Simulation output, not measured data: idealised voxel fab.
process module | voxel ribs on slabs
Shown is cross-section cut, with a width of 270 nm and square cells of size 5 nm.
In what follows, cross-sections appear as grids of square cells, described through bands that run from the top down, where every band is one or more rows of cells. Look at the band entry: it leads with the top's height and the bottom's height in nm. Then it lists the materials left to right, with a width in nm for each. The word "full width" on a single material says that material fills the band edge to edge. The word "empty" is empty space. Heights are measured from 0, the level below which the as-received wafer is all one material; the lowest band has no bottom and continues downward, written as in "0 nm and below". Width: "30..40" (first number = top row, second number = bottom row, same change from row to row of cells). "no change occurred" means the step left every cell of the cross-section as it was. In the "Closed voids list" entry, you get each enclosed empty space of 8 cells or more, one with no open way to the top, written width x height at distance, distance from the left edge, in nm. Step line, after settings: the simulator's comment on this step. The line of a step may include "overlay nm". On a step with a mask, this value is how far to the right of its planned place the mask lay. A negative value means the mask lay to the left.
SET OUT BELOW ARE THE PLANNED STEPS OF THE PROCESS
step 1: RECEIVE,material Si
step 2: DIRECTIONAL_DEP,material SiO2,thk nm 25
step 3: DIRECTIONAL_DEP,material polySi,thk nm 15
step 4: MASKED_ETCH,tone cover,mask id RIB,width nm 20,etch materials polySi,depth nm 5,overlay nm 0
step 5: MASKED_ETCH,tone cover,mask id SLAB,width nm 80,etch materials polySi,depth nm 10,overlay nm 0
step 6: FILL_DEP,material SiO2,thk nm 15
step 7: CMP,height nm 50
step 8: DIRECTIONAL_DEP,material TiN,thk nm 10
step 9: DIRECTIONAL_DEP,material aC,thk nm 10
step 10: PATTERN,tone cover,mask id HEATER,material resist,width nm 30,thk nm 25,overlay nm 0
step 11: DIRECTIONAL_ETCH,etch materials aC,depth nm 10
step 12: STRIP,etch materials resist
step 13: DIRECTIONAL_ETCH,etch materials TiN,depth nm 10
step 14: STRIP,etch materials aC
step 15: CONFORMAL_DEP,material SiN,thk nm 5
AS RECEIVED (POST STEP 1): CROSS-SECTION
	0 nm and below: Si full width
	Closed voids list: none
HERE'S THE CROSS-SECTION OF THE FIRST OF OUR TWO WAFERS AT THE END OF THE MODULE - IT RAN AS PLANNED
	65 nm to 60 nm: 115 of empty, then 40 of SiN, then 115 of empty
	60 nm to 55 nm: 115 of empty, then 5 of SiN, then 30 of TiN, then 5 of SiN, then 115 of empty
	55 nm to 50 nm: 120 of SiN, then 30 of TiN, then 120 of SiN
	50 nm to 40 nm: SiO2 full width
	40 nm to 35 nm: 125 of SiO2, then 20 of polySi, then 125 of SiO2
	35 nm to 25 nm: 95 of SiO2, then 80 of polySi, then 95 of SiO2
	25 nm to 0 nm: SiO2 full width
	0 nm and below: Si full width
	Closed voids list: none
SAME START, SAME PLAN AS THE FIRST WAFER - BUT ONE MISTAKE IN THE RUN. CROSS-SECTION OF THE SECOND OF THE TWO AT THE END OF THE MODULE
	65 nm to 60 nm: 115 of empty, then 40 of SiN, then 115 of empty
	60 nm to 55 nm: 115 of empty, then 5 of SiN, then 30 of TiN, then 5 of SiN, then 115 of empty
	55 nm to 50 nm: 120 of SiN, then 30 of TiN, then 120 of SiN
	50 nm to 15 nm: SiO2 full width
	15 nm to 0 nm: polySi full width
	0 nm and below: Si full width
	Closed voids list: none
Plan not followed: plan steps 2 and 3 run swapped
Final comparison by cell count, materials where the second wafer has more or fewer than the first: -126 SiO2, +126 polySi
